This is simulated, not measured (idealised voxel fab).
The following is a process module called voxel trench capacitor.
Square cells of 5 nm make up the cross-section cut, whose width is 210 nm.
In what follows, cross-sections appear as grids of square cells, described through bands that run from the top down, where every band is one or more rows of cells. Heads up on the band format: heights come first, top then bottom, in nm. After that it's the materials left to right, each with its width in nm. A single material flagged "edge to edge" fills the whole band edge to edge, and "blank" means there's empty space there. Counting heights begins at 0, where everything beneath is, in the wafer as received, one material. The lowest band has no bottom; it goes on downwards, as "0 down" shows. The width entry "30->40" should be interpreted row by row: the top row of cells in the band takes the first number, the bottom row takes the second number, and the change between adjacent rows is uniform throughout. Given "left unchanged" for a step, no cell of the cross-section differs between before and after that step. Any empty space of 8 cells or more lacking an open way to the top shows up in "Sealed internal cavities" as width x height at distance, distance from the left edge, in nm. On a step's line, text after the settings is the simulator commenting on that step. Among the settings permitted on a step's line is "overlay nm"; applied to a step with a mask, it specifies the extent to which the mask lay to the right of its planned position, whereas a negative figure signifies a position to the left.
**Intended process steps**
1. RECEIVE,material Si
2. CONFORMAL_DEP,material SiN,thk nm 5
3. MASKED_ETCH,tone open,mask id TRENCH,width nm 30,pitch nm 60,etch materials SiN,depth nm 5,overlay nm 0
4. MASKED_ETCH,tone open,mask id TRENCH,width nm 30,pitch nm 60,etch materials Si,depth nm 30,overlay nm 0
5. CONFORMAL_DEP,material Al2O3,thk nm 5
6. CONFORMAL_DEP,material TiN,thk nm 5
7. FILL_DEP,material W,thk nm 10
8. CMP,height nm 5
**Cross-section of the wafer at receipt, which is the condition after step 1**
  0 down  Si edge to edge
  Sealed internal cavities: none
**Post-module cross-section: identical start and plan to those above, one misstep in execution**
  5 to 0  30 of SiN | 5 of Al2O3 | 5 of TiN | 10 of W | 5 of TiN | 5 of Al2O3 | 30 of SiN | 5 of Al2O3 | 5 of TiN | 10 of W | 5 of TiN | 5 of Al2O3 | 30 of SiN | 5 of Al2O3 | 5 of TiN | 10 of W | 5 of TiN | 5 of Al2O3 | 30 of SiN
  0 to -50  30 of Si | 5 of Al2O3 | 5 of TiN | 10 of W | 5 of TiN | 5 of Al2O3 | 30 of Si | 5 of Al2O3 | 5 of TiN | 10 of W | 5 of TiN | 5 of Al2O3 | 30 of Si | 5 of Al2O3 | 5 of TiN | 10 of W | 5 of TiN | 5 of Al2O3 | 30 of Si
  -50 to -55  30 of Si | 5 of Al2O3 | 20 of TiN | 5 of Al2O3 | 30 of Si | 5 of Al2O3 | 20 of TiN | 5 of Al2O3 | 30 of Si | 5 of Al2O3 | 20 of TiN | 5 of Al2O3 | 30 of Si
  -55 to -60  30 of Si | 30 of Al2O3 | 30 of Si | 30 of Al2O3 | 30 of Si | 30 of Al2O3 | 30 of Si
  -60 down  Si edge to edge
  Sealed internal cavities: none
Deviation from plan: step 4 from the plan got run twice
